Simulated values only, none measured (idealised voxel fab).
Name of the process module below: voxel double patterning
FYI the section here is cut, 240 nm wide, cells are 5 nm squares.
Think of the cross-section as a grid of square cells. We describe it in bands, top to bottom, and each band covers one or more rows of those cells. Basically the band line says how high the top is and how high the bottom is, in nm, and then what's in it from left to right, every material with its width in nm. Empty space shows up as "air", and if a single material carries "edge to edge" it runs the full band edge to edge. Height datum 0, below which the as-received substrate wafer is one material. Lowest band open at the bottom, running downward: "0..down". Width: "30 to 40" (first number = top row, second number = bottom row, same change from row to row of cells). "nothing different", as given for a step, is the statement that not any cell of the cross-section underwent a change during that step. Entry "Voids lacking openings". Content: empty spaces with no open connection to the top, size 8 cells or greater. Each: width x height at distance. Distance: from left edge. Unit: nm. after a step's settings: what the simulator itself notes on the step. overlay nm: on a step with a mask, how far right of its planned place the mask lay; negative means left.

Listed below are the process steps as planned
1) RECEIVE,material Si
2) CONFORMAL_DEP,material SiO2,thk nm 10
3) DIRECTIONAL_DEP,material polySi,thk nm 15
4) DIRECTIONAL_DEP,material SiN,thk nm 10
5) MASKED_ETCH,tone open,mask id FIRST,width nm 15,pitch nm 50,etch materials SiN,depth nm 10,overlay nm 0
6) MASKED_ETCH,tone open,mask id SECOND,width nm 15,pitch nm 50,etch materials SiN,depth nm 10,overlay nm 0
7) DIRECTIONAL_ETCH,etch materials polySi,depth nm 15
8) STRIP,etch materials SiN

Cross-sectional view of the wafer in its as-received condition, corresponding to the state after step 1
- 0..down  Si edge to edge
- Voids lacking openings: none

Cross-section: first of two wafers, module finished, run according to plan
- 25..10  polySi 60 nm; air 15 nm; polySi 10 nm; air 15 nm; polySi 10 nm; air 15 nm; polySi 10 nm; air 15 nm; polySi 10 nm; air 15 nm; polySi 65 nm
- 10..0  SiO2 edge to edge
- 0..down  Si edge to edge
- Voids lacking openings: none

Here's the second of our two wafers sectioned at module end. Same start as the first, same plan, but one mistake got made running it
- 35..25  SiO2 edge to edge
- 25..10  polySi edge to edge
- 10..0  SiO2 edge to edge
- 0..down  Si edge to edge
- Voids lacking openings: none
Short version of what went wrong: step 4 deviated from plan and actually ran as DIRECTIONAL_DEP,material SiO2,thk nm 10
Final difference in cells, second wafer against first, listed per material as more or fewer: SiO2: 96 more; polySi: 45 more
